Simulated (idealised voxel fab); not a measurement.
The process module that follows is named voxel wiring stack.
Cross-section cut: width 155 nm, square cells of 5 nm.
Heads up, the way a cross-section reads in here is a grid of square cells, handed over as bands from the top down, with every band being one or more rows of cells. Look at the band entry: it leads with the top's height and the bottom's height in nm. Then it lists the materials left to right, with a width in nm for each. The word "everywhere" on a single material says that material fills the band edge to edge. The word "air" is empty space. All heights in this document are referenced to 0, defined as the level beneath which the wafer, as received, consists entirely of one material. The lowest band is not bounded below; it extends indefinitely downward and is written in the form "0 down". Read "30->40" as a graded width: first number on top, second number at the bottom, same change between each pair of neighbouring rows. "identical to before" after a step means that no cell of the cross-section changed. Voids not open to the top, 8 cells minimum: see "Internal closed voids". Written width x height at distance; distance is from the left edge; nm. Anything after a step's settings on that line? It's the simulator's own note about the step. overlay nm: right-of-plan distance of the mask on a masked step; negative values mean left-of-plan.

Planned process steps:
| 1 | RECEIVE with material Si |
| 2 | CONFORMAL_DEP with material SiO2, thk nm 15 |
| 3 | CONFORMAL_DEP with material SiN, thk nm 5 |
| 4 | DIRECTIONAL_DEP with material SiO2, thk nm 25 |
| 5 | DIRECTIONAL_DEP with material aC, thk nm 10 |
| 6 | PATTERN with tone open, mask id METAL_1, material resist, width nm 25, pitch nm 45, thk nm 25, overlay nm 0 |
| 7 | DIRECTIONAL_ETCH with etch materials aC, depth nm 10 |
| 8 | STRIP with etch materials resist |
| 9 | DIRECTIONAL_ETCH with etch materials SiO2, depth nm 25 |
| 10 | DIRECTIONAL_ETCH with etch materials SiN, depth nm 5 |
| 11 | STRIP with etch materials aC |
| 12 | CONFORMAL_DEP with material TiN, thk nm 5 |
| 13 | FILL_DEP with material Ru, thk nm 5 |
| 14 | CMP with height nm 45 |
| 15 | CONFORMAL_DEP with material SiCN, thk nm 5 |
| 16 | DIRECTIONAL_DEP with material lowk, thk nm 25 |
| 17 | DIRECTIONAL_DEP with material aC, thk nm 10 |
| 18 | PATTERN with tone open, mask id METAL_2_HOLES, material resist, width nm 15, pitch nm 45, thk nm 30, overlay nm 0 |
| 19 | DIRECTIONAL_ETCH with etch materials aC, depth nm 10 |
| 20 | STRIP with etch materials resist |
| 21 | DIRECTIONAL_ETCH with etch materials lowk, depth nm 25 |
| 22 | STRIP with etch materials aC |
| 23 | MASKED_ETCH with tone open, mask id METAL_2, width nm 25, pitch nm 45, etch materials lowk, depth nm 15, overlay nm 0 |
| 24 | MASKED_ETCH with tone open, mask id METAL_2, width nm 25, pitch nm 45, etch materials SiCN, depth nm 5, overlay nm 0 |
| 25 | CONFORMAL_DEP with material TiN, thk nm 5 |
| 26 | FILL_DEP with material Cu, thk nm 10 |
| 27 | CMP with height nm 75 |
| 28 | CONFORMAL_DEP with material SiCN, thk nm 5 |
| 29 | DIRECTIONAL_DEP with material SiO2, thk nm 35 |
| 30 | PATTERN with tone open, mask id METAL_3_HOLES, material resist, width nm 15, thk nm 20, overlay nm 0 |
| 31 | DIRECTIONAL_ETCH with etch materials SiO2, depth nm 35 |
| 32 | STRIP with etch materials resist |
| 33 | PATTERN with tone open, mask id METAL_3, material resist, width nm 25, pitch nm 45, thk nm 15, overlay nm 0 |
| 34 | DIRECTIONAL_ETCH with etch materials SiO2, depth nm 20 |
| 35 | DIRECTIONAL_ETCH with etch materials SiCN, depth nm 5 |
| 36 | STRIP with etch materials resist |
| 37 | CONFORMAL_DEP with material TiN, thk nm 5 |
| 38 | FILL_DEP with material Cu, thk nm 5 |
| 39 | CMP with height nm 115 |
| 40 | CONFORMAL_DEP with material SiN, thk nm 5 |

Step 1 complete: cross-section of the wafer as received:
> 0 down: Si everywhere
> Internal closed voids: none

First of two wafers at the end of the module, shown in cross-section; run carried out as planned:
> 120 to 115: SiN everywhere
> 115 to 100: 40 nm SiO2 / 5 nm TiN / 15 nm Cu / 5 nm TiN / 20 nm SiO2 / 5 nm TiN / 15 nm Cu / 5 nm TiN / 45 nm SiO2
> 100 to 95: 40 nm SiO2 / 5 nm TiN / 5 nm Cu / 15 nm TiN / 20 nm SiO2 / 25 nm TiN / 45 nm SiO2
> 95 to 80: 40 nm SiO2 / 5 nm TiN / 5 nm Cu / 5 nm TiN / 100 nm SiO2
> 80 to 75: 40 nm SiCN / 15 nm TiN / 100 nm SiCN
> 75 to 65: 40 nm lowk / 5 nm TiN / 15 nm Cu / 5 nm TiN / 20 nm lowk / 5 nm TiN / 15 nm Cu / 5 nm TiN / 45 nm lowk
> 65 to 60: 40 nm lowk / 5 nm TiN / 5 nm Cu / 15 nm TiN / 20 nm lowk / 5 nm TiN / 5 nm Cu / 15 nm TiN / 45 nm lowk
> 60 to 50: 40 nm lowk / 5 nm TiN / 5 nm Cu / 5 nm TiN / 30 nm lowk / 5 nm TiN / 5 nm Cu / 5 nm TiN / 55 nm lowk
> 50 to 45: 40 nm SiCN / 15 nm TiN / 30 nm SiCN / 15 nm TiN / 55 nm SiCN
> 45 to 20: 40 nm SiO2 / 5 nm TiN / 15 nm Ru / 5 nm TiN / 20 nm SiO2 / 5 nm TiN / 15 nm Ru / 5 nm TiN / 45 nm SiO2
> 20 to 15: 40 nm SiN / 25 nm TiN / 20 nm SiN / 25 nm TiN / 45 nm SiN
> 15 to 0: SiO2 everywhere
> 0 down: Si everywhere
> Internal closed voids: none

Cross-sectional view of the second of two wafers upon completion of the module. This wafer shared its starting condition and process plan with the first; one error was made during its execution:
> 120 to 115: SiN everywhere
> 115 to 100: 40 nm SiO2 / 5 nm TiN / 15 nm Cu / 5 nm TiN / 20 nm SiO2 / 5 nm TiN / 15 nm Cu / 5 nm TiN / 45 nm SiO2
> 100 to 95: 40 nm SiO2 / 5 nm TiN / 5 nm Cu / 15 nm TiN / 20 nm SiO2 / 25 nm TiN / 45 nm SiO2
> 95 to 80: 40 nm SiO2 / 5 nm TiN / 5 nm Cu / 5 nm TiN / 100 nm SiO2
> 80 to 75: 40 nm SiCN / 15 nm TiN / 100 nm SiCN
> 75 to 65: 40 nm lowk / 5 nm TiN / 15 nm Cu / 5 nm TiN / 20 nm lowk / 5 nm TiN / 15 nm Cu / 5 nm TiN / 45 nm lowk
> 65 to 60: 40 nm lowk / 5 nm TiN / 5 nm Cu / 15 nm TiN / 20 nm lowk / 5 nm TiN / 5 nm Cu / 15 nm TiN / 45 nm lowk
> 60 to 50: 40 nm lowk / 5 nm TiN / 5 nm Cu / 5 nm TiN / 30 nm lowk / 5 nm TiN / 5 nm Cu / 5 nm TiN / 55 nm lowk
> 50 to 45: 40 nm SiCN / 15 nm TiN / 30 nm SiCN / 15 nm TiN / 55 nm SiCN
> 45 to 20: 40 nm SiO2 / 5 nm TiN / 15 nm aC / 5 nm TiN / 20 nm SiO2 / 5 nm TiN / 15 nm aC / 5 nm TiN / 45 nm SiO2
> 20 to 15: 40 nm SiN / 25 nm TiN / 20 nm SiN / 25 nm TiN / 45 nm SiN
> 15 to 0: SiO2 everywhere
> 0 down: Si everywhere
> Internal closed voids: none
What was the processing mistake? for step 13, the planned setting was not used; the step was instead run as FILL_DEP with material aC, thk nm 5
End check, counted in cells, second wafer has more or fewer of these materials than the first: Ru: 30 fewer; aC: 30 more
